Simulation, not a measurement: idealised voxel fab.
The document below concerns the process module designated voxel tone inversion.
Square cells of 5 nm make up the cross-section cut, whose width is 210 nm.
Cross-section layout: square cells on a grid; listed as bands, top to bottom; a band spans one or more cell rows.
Band: top and bottom heights (nm) first, top before bottom; then materials from left to right, widths in nm. "edge to edge" marks a sole material filling the band edge to edge. "empty" denotes empty space.
Zero point of the height axis is 0; under it, received wafer = one material. Lowest band: continues down indefinitely, "from 0 down".
You'd read "30 to 40" like this: the band's top row of cells is as wide as the first number, its bottom row is as wide as the second, and going down, every row changes width by the same amount as the row before did.
What does "no modification" mean for a step? It means no cell of the cross-section changed in that step.
Entry "Closed void table" = empty spaces >= 8 cells with no open way to the top; each as width x height at distance, distance from left edge, all nm.
On a step's line, text after the settings is the simulator commenting on that step.
overlay nm: mask offset rightward from planned place, masked step; negative means leftward offset.

Steps planned for the process:
1) RECEIVE with material Si
2) CONFORMAL_DEP with material SiN, thk nm 5
3) DIRECTIONAL_DEP with material polySi, thk nm 20
4) PATTERN with tone cover, mask id POSTS, material resist, width nm 20, pitch nm 45, thk nm 30, overlay nm 0
5) DIRECTIONAL_ETCH with etch materials polySi, depth nm 20
6) STRIP with etch materials resist
7) FILL_DEP with material SiO2, thk nm 5
8) CMP with height nm 25
9) STRIP with etch materials polySi
10) CONFORMAL_DEP with material TiN, thk nm 5
11) FILL_DEP with material Cu, thk nm 10
12) CMP with height nm 25
13) CONFORMAL_DEP with material SiN, thk nm 5

Cross-section of the incoming wafer, state after step 1:
* from 0 down: Si edge to edge
* Closed void table: none

Module complete - cross-section of the first of two wafers, run according to plan:
* from 30 to 25: SiN edge to edge
* from 25 to 10: SiO2 50 nm / TiN 5 nm / Cu 10 nm / TiN 5 nm / SiO2 25 nm / TiN 5 nm / Cu 10 nm / TiN 5 nm / SiO2 25 nm / TiN 5 nm / Cu 10 nm / TiN 5 nm / SiO2 50 nm
* from 10 to 5: SiO2 50 nm / TiN 20 nm / SiO2 25 nm / TiN 20 nm / SiO2 25 nm / TiN 20 nm / SiO2 50 nm
* from 5 to 0: SiN edge to edge
* from 0 down: Si edge to edge
* Closed void table: none

Wafer two cross-section, module end. Start and plan unchanged from wafer one; one mistake made during the run:
* from 30 to 25: SiN edge to edge
* from 25 to 20: SiO2 50 nm / TiN 5 nm / Cu 10 nm / TiN 5 nm / SiO2 25 nm / TiN 5 nm / Cu 10 nm / TiN 5 nm / SiO2 25 nm / TiN 5 nm / Cu 10 nm / TiN 5 nm / SiO2 50 nm
* from 20 to 15: SiO2 50 nm / TiN 20 nm / SiO2 25 nm / TiN 20 nm / SiO2 25 nm / TiN 20 nm / SiO2 50 nm
* from 15 to 0: SiN edge to edge
* from 0 down: Si edge to edge
* Closed void table: none
Where did the run depart from the plan? for step 2, the planned setting was not used; the step was instead run as CONFORMAL_DEP with material SiN, thk nm 15
at the end the second wafer has, in cells: -12 Cu, +84 SiN, -60 SiO2, -12 TiN
